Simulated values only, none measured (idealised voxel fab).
The following process module bears the name voxel tone inversion.
It is cross-section cut that appears here, measuring 290 nm in width, its square cells being 5 nm in size.
Bands, listed from the top down, are how a cross-section gets written in this document; the cross-section itself is a grid of square cells, and a band is one or more rows of them.
Per band: top height and bottom height in nm, followed by the left-to-right materials and their widths in nm; "everywhere" marks a single material spanning edge to edge, "blank" marks empty space.
Heights are reckoned from 0. Under this level, the received wafer is all of one material. The bottommost band is open-ended downward, for example "z 0 and below".
You'd read "30 to 40" like this: the band's top row of cells is as wide as the first number, its bottom row is as wide as the second, and going down, every row changes width by the same amount as the row before did.
No cell of the cross-section changed in a step that is given as "no alterations made".
For the entry "Closed void list", the listed items are empty spaces with no open way to the top whose size is 8 cells or more; each item follows the pattern width x height at distance, where distance is from the left edge and all three are in nm.
after a step's settings: what the simulator itself notes on the step
overlay nm, on a step with a mask: how far to the right of its planned place the mask lay; to the left if negative
These are the steps we planned for the process
- 1: RECEIVE: material Si
- 2: CONFORMAL_DEP: material SiCN, thk nm 5
- 3: DIRECTIONAL_DEP: material aC, thk nm 15
- 4: PATTERN: tone cover, mask id POSTS, material resist, width nm 15, pitch nm 45, thk nm 20, overlay nm -15
- 5: DIRECTIONAL_ETCH: etch materials aC, depth nm 15
- 6: STRIP: etch materials resist
- 7: FILL_DEP: material SiO2, thk nm 10
- 8: CMP: height nm 20
- 9: STRIP: etch materials aC
The value of overlay nm given for step 4 in the plan refers to the first wafer; the wafers vary in this setting and are alike at the start.
This is how the first of several wafers looked in cross-section when it arrived, which is after step 1
    z 0 and below: Si everywhere
    Closed void list: none
Cross-section after step 9, the final step of the module, for the first of several wafers
    z 20 to 5: SiO2 100; blank 15; SiO2 30; blank 15; SiO2 130
    z 5 to 0: SiCN everywhere
    z 0 and below: Si everywhere
    Closed void list: none
Last wafer x-sec, end of module
    z 20 to 5: SiO2 130; blank 15; SiO2 30; blank 15; SiO2 100
    z 5 to 0: SiCN everywhere
    z 0 and below: Si everywhere
    Closed void list: none
Wafer rows, end of module: cells per material gained (+) or lost (-) since receipt; closed voids last
overlay nm -15, +58 SiCN, +156 SiO2, Closed void list: none
overlay nm -10, +58 SiCN, +156 SiO2, Closed void list: none
overlay nm -5, +58 SiCN, +156 SiO2, Closed void list: none
overlay nm 0, +58 SiCN, +156 SiO2, Closed void list: none
overlay nm 5, +58 SiCN, +156 SiO2, Closed void list: none
overlay nm 10, +58 SiCN, +156 SiO2, Closed void list: none
overlay nm 15, +58 SiCN, +156 SiO2, Closed void list: none
